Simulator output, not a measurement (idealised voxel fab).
process module | voxel transistor to metal
cross-section cut | 185 nm wide | cells 5 nm
A cross-section is a grid of square cells, given in bands from the top down. A band is one or more rows of cells.
Each band's line starts with the height of the band's top and of its bottom, in nm. Then come its materials from left to right, each with its width in nm. One material with "throughout" fills the band from edge to edge. "air" is empty space.
Height 0 is the level under which the wafer as received is all one material. The lowest band goes on downwards, as in "0 down".
A width such as "30 to 40" changes by the same amount from each row of cells to the next, from the band's top row to its bottom row.
"no change" after a step means that no cell of the cross-section changed.
closed voids: empty space of 8 cells or more with no open way to the top, each as width x height at its distance from the left edge, in nm
after a step's settings: what the simulator itself notes on the step
overlay nm, on a step with a mask: how far to the right of its planned place the mask lay; to the left if negative
plan
1 op RECEIVE | material Si
2 op CONFORMAL_DEP | material SiO2 | thk nm 5
3 op CONFORMAL_DEP | material SiN | thk nm 10
4 op PATTERN | tone cover | mask id ACTIVE | material resist | width nm 85 | thk nm 20 | overlay nm 0
5 op DIRECTIONAL_ETCH | etch materials SiN | depth nm 10
6 op DIRECTIONAL_ETCH | etch materials SiO2 | depth nm 5
7 op DIRECTIONAL_ETCH | etch materials Si | depth nm 20
8 op STRIP | etch materials resist
9 op OXIDIZE | depth nm 5
10 op FILL_DEP | material SiO2 | thk nm 15
11 op CMP | height nm 15
12 op SELECTIVE_ETCH | etch materials SiO2 | depth nm 5
13 op STRIP | etch materials SiN
14 op SELECTIVE_ETCH | etch materials SiO2 | depth nm 5
15 op OXIDIZE | depth nm 5
16 op DIRECTIONAL_DEP | material polySi | thk nm 25
17 op DIRECTIONAL_DEP | material SiCN | thk nm 15
18 op DIRECTIONAL_DEP | material aC | thk nm 10
19 op PATTERN | tone cover | mask id GATE | material resist | width nm 15 | thk nm 25 | overlay nm 0
20 op DIRECTIONAL_ETCH | etch materials aC | depth nm 10
21 op STRIP | etch materials resist
22 op DIRECTIONAL_ETCH | etch materials SiCN | depth nm 25
23 op DIRECTIONAL_ETCH | etch materials polySi | depth nm 35
24 op STRIP | etch materials aC
25 op CONFORMAL_DEP | material SiN | thk nm 10
26 op DIRECTIONAL_ETCH | etch materials SiN | depth nm 10
27 op DIRECTIONAL_ETCH | etch materials SiO2 | depth nm 5
28 op EPI | material SiGe | thk nm 5
29 op FILL_DEP | material SiO2 | thk nm 10
30 op CMP | height nm 40
31 op DIRECTIONAL_DEP | material SiO2 | thk nm 15
32 op MASKED_ETCH | tone open | mask id CONTACT | width nm 15 | pitch nm 60 | etch materials SiO2 | depth nm 55 | overlay nm 0
33 op CONFORMAL_DEP | material TiN | thk nm 5
34 op FILL_DEP | material W | thk nm 5
35 op CMP | height nm 55
36 op CONFORMAL_DEP | material SiCN | thk nm 5
37 op DIRECTIONAL_DEP | material SiO2 | thk nm 20
38 op PATTERN | tone open | mask id METAL_1 | material resist | width nm 15 | pitch nm 60 | thk nm 15 | overlay nm 0
39 op DIRECTIONAL_ETCH | etch materials SiO2 | depth nm 20
40 op DIRECTIONAL_ETCH | etch materials SiCN | depth nm 5
41 op STRIP | etch materials resist
42 op CONFORMAL_DEP | material TiN | thk nm 5
43 op FILL_DEP | material Cu | thk nm 5
44 op CMP | height nm 80
45 op CONFORMAL_DEP | material SiN | thk nm 5
first wafer, as planned
as received, after step 1
  0 down: Si throughout
  closed voids: none
after step 2
  5 to 0: SiO2 throughout
  below 0: unchanged
after step 3
  15 to 5: SiN throughout
  below 5: unchanged
after step 4
  35 to 15: air 50 | resist 85 | air 50
  below 15: unchanged
after step 5
  35 to 15: air 50 | resist 85 | air 50
  15 to 5: air 50 | SiN 85 | air 50
  below 5: unchanged
after step 6
  35 to 15: air 50 | resist 85 | air 50
  15 to 5: air 50 | SiN 85 | air 50
  5 to 0: air 50 | SiO2 85 | air 50
  below 0: unchanged
after step 7
  35 to 15: air 50 | resist 85 | air 50
  15 to 5: air 50 | SiN 85 | air 50
  5 to 0: air 50 | SiO2 85 | air 50
  0 to -20: air 50 | Si 85 | air 50
  below -20: unchanged
after step 8
  15 to 5: air 50 | SiN 85 | air 50
  below 5: unchanged
after step 9
  15 to 5: air 50 | SiN 85 | air 50
  5 to 0: air 50 | SiO2 85 | air 50
  0 to -20: air 50 | SiO2 5 | Si 75 | SiO2 5 | air 50
  -20 to -25: SiO2 55 | Si 75 | SiO2 55
  below -25: unchanged
after step 10
  30 to 15: SiO2 throughout
  15 to 5: SiO2 50 | SiN 85 | SiO2 50
  5 to 0: SiO2 throughout
  0 to -25: SiO2 55 | Si 75 | SiO2 55
  below -25: unchanged
after step 11
  15 to 5: SiO2 50 | SiN 85 | SiO2 50
  below 5: unchanged
after step 12
  15 to 10: air 50 | SiN 85 | air 50
  below 10: unchanged
after step 13
  10 to 5: SiO2 50 | air 85 | SiO2 50
  below 5: unchanged
after step 14
  5 to 0: SiO2 45 | air 95 | SiO2 45
  below 0: unchanged
after step 15
  5 to 0: SiO2 45 | air 95 | SiO2 45
  0 to -5: SiO2 throughout
  below -5: unchanged
after step 16
  30 to 25: polySi 45 | air 95 | polySi 45
  25 to 5: polySi throughout
  5 to 0: SiO2 45 | polySi 95 | SiO2 45
  below 0: unchanged
after step 17
  45 to 40: SiCN 45 | air 95 | SiCN 45
  40 to 30: SiCN throughout
  30 to 25: polySi 45 | SiCN 95 | polySi 45
  below 25: unchanged
after step 18
  55 to 50: aC 45 | air 95 | aC 45
  50 to 45: aC throughout
  45 to 40: SiCN 45 | aC 95 | SiCN 45
  below 40: unchanged
after step 19
  80 to 55: air 85 | resist 15 | air 85
  55 to 50: aC 45 | air 40 | resist 15 | air 40 | aC 45
  below 50: unchanged
after step 20
  70 to 50: air 85 | resist 15 | air 85
  50 to 45: air 85 | aC 15 | air 85
  45 to 40: SiCN 45 | air 40 | aC 15 | air 40 | SiCN 45
  below 40: unchanged
after step 21
  50 to 45: air 85 | aC 15 | air 85
  below 45: unchanged
after step 22
  50 to 40: air 85 | aC 15 | air 85
  40 to 30: air 85 | SiCN 15 | air 85
  30 to 25: polySi 45 | air 40 | SiCN 15 | air 40 | polySi 45
  below 25: unchanged
after step 23
  50 to 40: air 85 | aC 15 | air 85
  40 to 25: air 85 | SiCN 15 | air 85
  25 to 5: air 85 | polySi 15 | air 85
  5 to 0: SiO2 45 | air 40 | polySi 15 | air 40 | SiO2 45
  below 0: unchanged
after step 24
  40 to 25: air 85 | SiCN 15 | air 85
  below 25: unchanged
after step 25
  50 to 40: air 75 | SiN 35 | air 75
  40 to 25: air 75 | SiN 10 | SiCN 15 | SiN 10 | air 75
  25 to 15: air 75 | SiN 10 | polySi 15 | SiN 10 | air 75
  15 to 10: SiN 55 | air 20 | SiN 10 | polySi 15 | SiN 10 | air 20 | SiN 55
  10 to 5: SiN 85 | polySi 15 | SiN 85
  5 to 0: SiO2 45 | SiN 40 | polySi 15 | SiN 40 | SiO2 45
  below 0: unchanged
after step 26
  40 to 25: air 75 | SiN 10 | SiCN 15 | SiN 10 | air 75
  25 to 5: air 75 | SiN 10 | polySi 15 | SiN 10 | air 75
  5 to 0: SiO2 45 | SiN 10 | air 20 | SiN 10 | polySi 15 | SiN 10 | air 20 | SiN 10 | SiO2 45
  below 0: unchanged
after step 27
  40 to 25: air 75 | SiN 10 | SiCN 15 | SiN 10 | air 75
  25 to 5: air 75 | SiN 10 | polySi 15 | SiN 10 | air 75
  5 to 0: air 45 | SiN 10 | air 20 | SiN 10 | polySi 15 | SiN 10 | air 20 | SiN 10 | air 45
  0 to -5: SiO2 55 | air 20 | SiO2 35 | air 20 | SiO2 55
  below -5: unchanged
after step 28
  40 to 25: air 75 | SiN 10 | SiCN 15 | SiN 10 | air 75
  25 to 5: air 75 | SiN 10 | polySi 15 | SiN 10 | air 75
  5 to 0: air 45 | SiN 10 | air 20 | SiN 10 | polySi 15 | SiN 10 | air 20 | SiN 10 | air 45
  0 to -5: SiO2 55 | SiGe 20 | SiO2 35 | SiGe 20 | SiO2 55
  below -5: unchanged
after step 29
  50 to 40: SiO2 throughout
  40 to 25: SiO2 75 | SiN 10 | SiCN 15 | SiN 10 | SiO2 75
  25 to 5: SiO2 75 | SiN 10 | polySi 15 | SiN 10 | SiO2 75
  5 to 0: SiO2 45 | SiN 10 | SiO2 20 | SiN 10 | polySi 15 | SiN 10 | SiO2 20 | SiN 10 | SiO2 45
  below 0: unchanged
after step 30
  40 to 25: SiO2 75 | SiN 10 | SiCN 15 | SiN 10 | SiO2 75
  below 25: unchanged
after step 31
  55 to 40: SiO2 throughout
  below 40: unchanged
after step 32
  55 to 40: SiO2 55 | air 15 | SiO2 45 | air 15 | SiO2 55
  40 to 25: SiO2 55 | air 15 | SiO2 5 | SiN 10 | SiCN 15 | SiN 10 | SiO2 5 | air 15 | SiO2 55
  25 to 5: SiO2 55 | air 15 | SiO2 5 | SiN 10 | polySi 15 | SiN 10 | SiO2 5 | air 15 | SiO2 55
  5 to 0: SiO2 45 | SiN 10 | air 15 | SiO2 5 | SiN 10 | polySi 15 | SiN 10 | SiO2 5 | air 15 | SiN 10 | SiO2 45
  below 0: unchanged
after step 33
  60 to 55: TiN 60 | air 5 | TiN 55 | air 5 | TiN 60
  55 to 40: SiO2 55 | TiN 5 | air 5 | TiN 5 | SiO2 45 | TiN 5 | air 5 | TiN 5 | SiO2 55
  40 to 25: SiO2 55 | TiN 5 | air 5 | TiN 5 | SiO2 5 | SiN 10 | SiCN 15 | SiN 10 | SiO2 5 | TiN 5 | air 5 | TiN 5 | SiO2 55
  25 to 5: SiO2 55 | TiN 5 | air 5 | TiN 5 | SiO2 5 | SiN 10 | polySi 15 | SiN 10 | SiO2 5 | TiN 5 | air 5 | TiN 5 | SiO2 55
  5 to 0: SiO2 45 | SiN 10 | TiN 15 | SiO2 5 | SiN 10 | polySi 15 | SiN 10 | SiO2 5 | TiN 15 | SiN 10 | SiO2 45
  below 0: unchanged
after step 34
  65 to 60: W throughout
  60 to 55: TiN 60 | W 5 | TiN 55 | W 5 | TiN 60
  55 to 40: SiO2 55 | TiN 5 | W 5 | TiN 5 | SiO2 45 | TiN 5 | W 5 | TiN 5 | SiO2 55
  40 to 25: SiO2 55 | TiN 5 | W 5 | TiN 5 | SiO2 5 | SiN 10 | SiCN 15 | SiN 10 | SiO2 5 | TiN 5 | W 5 | TiN 5 | SiO2 55
  25 to 5: SiO2 55 | TiN 5 | W 5 | TiN 5 | SiO2 5 | SiN 10 | polySi 15 | SiN 10 | SiO2 5 | TiN 5 | W 5 | TiN 5 | SiO2 55
  below 5: unchanged
after step 35
  55 to 40: SiO2 55 | TiN 5 | W 5 | TiN 5 | SiO2 45 | TiN 5 | W 5 | TiN 5 | SiO2 55
  below 40: unchanged
after step 36
  60 to 55: SiCN throughout
  below 55: unchanged
after step 37
  80 to 60: SiO2 throughout
  below 60: unchanged
after step 38
  95 to 80: resist 55 | air 15 | resist 45 | air 15 | resist 55
  below 80: unchanged
after step 39
  95 to 80: resist 55 | air 15 | resist 45 | air 15 | resist 55
  80 to 60: SiO2 55 | air 15 | SiO2 45 | air 15 | SiO2 55
  below 60: unchanged
after step 40
  95 to 80: resist 55 | air 15 | resist 45 | air 15 | resist 55
  80 to 60: SiO2 55 | air 15 | SiO2 45 | air 15 | SiO2 55
  60 to 55: SiCN 55 | air 15 | SiCN 45 | air 15 | SiCN 55
  below 55: unchanged
after step 41
  80 to 60: SiO2 55 | air 15 | SiO2 45 | air 15 | SiO2 55
  below 60: unchanged
after step 42
  85 to 80: TiN 60 | air 5 | TiN 55 | air 5 | TiN 60
  80 to 60: SiO2 55 | TiN 5 | air 5 | TiN 5 | SiO2 45 | TiN 5 | air 5 | TiN 5 | SiO2 55
  60 to 55: SiCN 55 | TiN 15 | SiCN 45 | TiN 15 | SiCN 55
  below 55: unchanged
after step 43
  90 to 85: Cu throughout
  85 to 80: TiN 60 | Cu 5 | TiN 55 | Cu 5 | TiN 60
  80 to 60: SiO2 55 | TiN 5 | Cu 5 | TiN 5 | SiO2 45 | TiN 5 | Cu 5 | TiN 5 | SiO2 55
  below 60: unchanged
after step 44
  80 to 60: SiO2 55 | TiN 5 | Cu 5 | TiN 5 | SiO2 45 | TiN 5 | Cu 5 | TiN 5 | SiO2 55
  below 60: unchanged
after step 45
  85 to 80: SiN throughout
  below 80: unchanged
second wafer: like start, like plan, one mistake. Through step 16 it matches the first wafer
when step 17 should have ended
  60 to 55: SiCN 45 | air 95 | SiCN 45
  55 to 30: SiCN throughout
  30 to 25: polySi 45 | SiCN 95 | polySi 45
  below 25: unchanged
when step 18 should have ended
  70 to 65: aC 45 | air 95 | aC 45
  65 to 60: aC throughout
  60 to 55: SiCN 45 | aC 95 | SiCN 45
  below 55: unchanged
when step 19 should have ended
  95 to 70: air 85 | resist 15 | air 85
  70 to 65: aC 45 | air 40 | resist 15 | air 40 | aC 45
  below 65: unchanged
when step 20 should have ended
  85 to 65: air 85 | resist 15 | air 85
  65 to 60: air 85 | aC 15 | air 85
  60 to 55: SiCN 45 | air 40 | aC 15 | air 40 | SiCN 45
  below 55: unchanged
when step 21 should have ended
  65 to 60: air 85 | aC 15 | air 85
  below 60: unchanged
when step 22 should have ended
  65 to 55: air 85 | aC 15 | air 85
  55 to 35: air 85 | SiCN 15 | air 85
  35 to 30: SiCN 45 | air 40 | SiCN 15 | air 40 | SiCN 45
  below 30: unchanged
when step 23 should have ended: no change
when step 24 should have ended
  55 to 35: air 85 | SiCN 15 | air 85
  below 35: unchanged
when step 25 should have ended
  65 to 55: air 75 | SiN 35 | air 75
  55 to 45: air 75 | SiN 10 | SiCN 15 | SiN 10 | air 75
  45 to 40: SiN 55 | air 20 | SiN 10 | SiCN 15 | SiN 10 | air 20 | SiN 55
  40 to 35: SiN 85 | SiCN 15 | SiN 85
  35 to 30: SiCN 45 | SiN 40 | SiCN 15 | SiN 40 | SiCN 45
  below 30: unchanged
when step 26 should have ended
  55 to 35: air 75 | SiN 10 | SiCN 15 | SiN 10 | air 75
  35 to 30: SiCN 45 | SiN 10 | air 20 | SiN 10 | SiCN 15 | SiN 10 | air 20 | SiN 10 | SiCN 45
  below 30: unchanged
when step 27 should have ended: no change
when step 28 should have ended: no change
when step 29 should have ended
  65 to 55: SiO2 throughout
  55 to 35: SiO2 75 | SiN 10 | SiCN 15 | SiN 10 | SiO2 75
  35 to 30: SiCN 45 | SiN 10 | SiO2 20 | SiN 10 | SiCN 15 | SiN 10 | SiO2 20 | SiN 10 | SiCN 45
  below 30: unchanged
when step 30 should have ended
  40 to 35: SiO2 75 | SiN 10 | SiCN 15 | SiN 10 | SiO2 75
  below 35: unchanged
when step 31 should have ended
  55 to 40: SiO2 throughout
  below 40: unchanged
when step 32 should have ended
  55 to 40: SiO2 55 | air 15 | SiO2 45 | air 15 | SiO2 55
  40 to 35: SiO2 55 | air 15 | SiO2 5 | SiN 10 | SiCN 15 | SiN 10 | SiO2 5 | air 15 | SiO2 55
  35 to 30: SiCN 45 | SiN 10 | air 15 | SiO2 5 | SiN 10 | SiCN 15 | SiN 10 | SiO2 5 | air 15 | SiN 10 | SiCN 45
  below 30: unchanged
when step 33 should have ended
  60 to 55: TiN 60 | air 5 | TiN 55 | air 5 | TiN 60
  55 to 40: SiO2 55 | TiN 5 | air 5 | TiN 5 | SiO2 45 | TiN 5 | air 5 | TiN 5 | SiO2 55
  40 to 35: SiO2 55 | TiN 5 | air 5 | TiN 5 | SiO2 5 | SiN 10 | SiCN 15 | SiN 10 | SiO2 5 | TiN 5 | air 5 | TiN 5 | SiO2 55
  35 to 30: SiCN 45 | SiN 10 | TiN 15 | SiO2 5 | SiN 10 | SiCN 15 | SiN 10 | SiO2 5 | TiN 15 | SiN 10 | SiCN 45
  below 30: unchanged
when step 34 should have ended
  65 to 60: W throughout
  60 to 55: TiN 60 | W 5 | TiN 55 | W 5 | TiN 60
  55 to 40: SiO2 55 | TiN 5 | W 5 | TiN 5 | SiO2 45 | TiN 5 | W 5 | TiN 5 | SiO2 55
  40 to 35: SiO2 55 | TiN 5 | W 5 | TiN 5 | SiO2 5 | SiN 10 | SiCN 15 | SiN 10 | SiO2 5 | TiN 5 | W 5 | TiN 5 | SiO2 55
  below 35: unchanged
when step 35 should have ended
  55 to 40: SiO2 55 | TiN 5 | W 5 | TiN 5 | SiO2 45 | TiN 5 | W 5 | TiN 5 | SiO2 55
  below 40: unchanged
when step 36 should have ended
  60 to 55: SiCN throughout
  below 55: unchanged
when step 37 should have ended
  80 to 60: SiO2 throughout
  below 60: unchanged
when step 38 should have ended
  95 to 80: resist 55 | air 15 | resist 45 | air 15 | resist 55
  below 80: unchanged
when step 39 should have ended
  95 to 80: resist 55 | air 15 | resist 45 | air 15 | resist 55
  80 to 60: SiO2 55 | air 15 | SiO2 45 | air 15 | SiO2 55
  below 60: unchanged
when step 40 should have ended
  95 to 80: resist 55 | air 15 | resist 45 | air 15 | resist 55
  80 to 60: SiO2 55 | air 15 | SiO2 45 | air 15 | SiO2 55
  60 to 55: SiCN 55 | air 15 | SiCN 45 | air 15 | SiCN 55
  below 55: unchanged
when step 41 should have ended
  80 to 60: SiO2 55 | air 15 | SiO2 45 | air 15 | SiO2 55
  below 60: unchanged
when step 42 should have ended
  85 to 80: TiN 60 | air 5 | TiN 55 | air 5 | TiN 60
  80 to 60: SiO2 55 | TiN 5 | air 5 | TiN 5 | SiO2 45 | TiN 5 | air 5 | TiN 5 | SiO2 55
  60 to 55: SiCN 55 | TiN 15 | SiCN 45 | TiN 15 | SiCN 55
  below 55: unchanged
when step 43 should have ended
  90 to 85: Cu throughout
  85 to 80: TiN 60 | Cu 5 | TiN 55 | Cu 5 | TiN 60
  80 to 60: SiO2 55 | TiN 5 | Cu 5 | TiN 5 | SiO2 45 | TiN 5 | Cu 5 | TiN 5 | SiO2 55
  below 60: unchanged
when step 44 should have ended
  80 to 60: SiO2 55 | TiN 5 | Cu 5 | TiN 5 | SiO2 45 | TiN 5 | Cu 5 | TiN 5 | SiO2 55
  below 60: unchanged
when step 45 should have ended
  85 to 80: SiN throughout
  below 80: unchanged
what went wrong: step 17 was run twice
at the end the second wafer has, in cells: 34 more of SiCN | 8 fewer of SiGe | 24 fewer of SiN | 136 fewer of SiO2 | 24 fewer of TiN | 12 fewer of W | 170 more of polySi
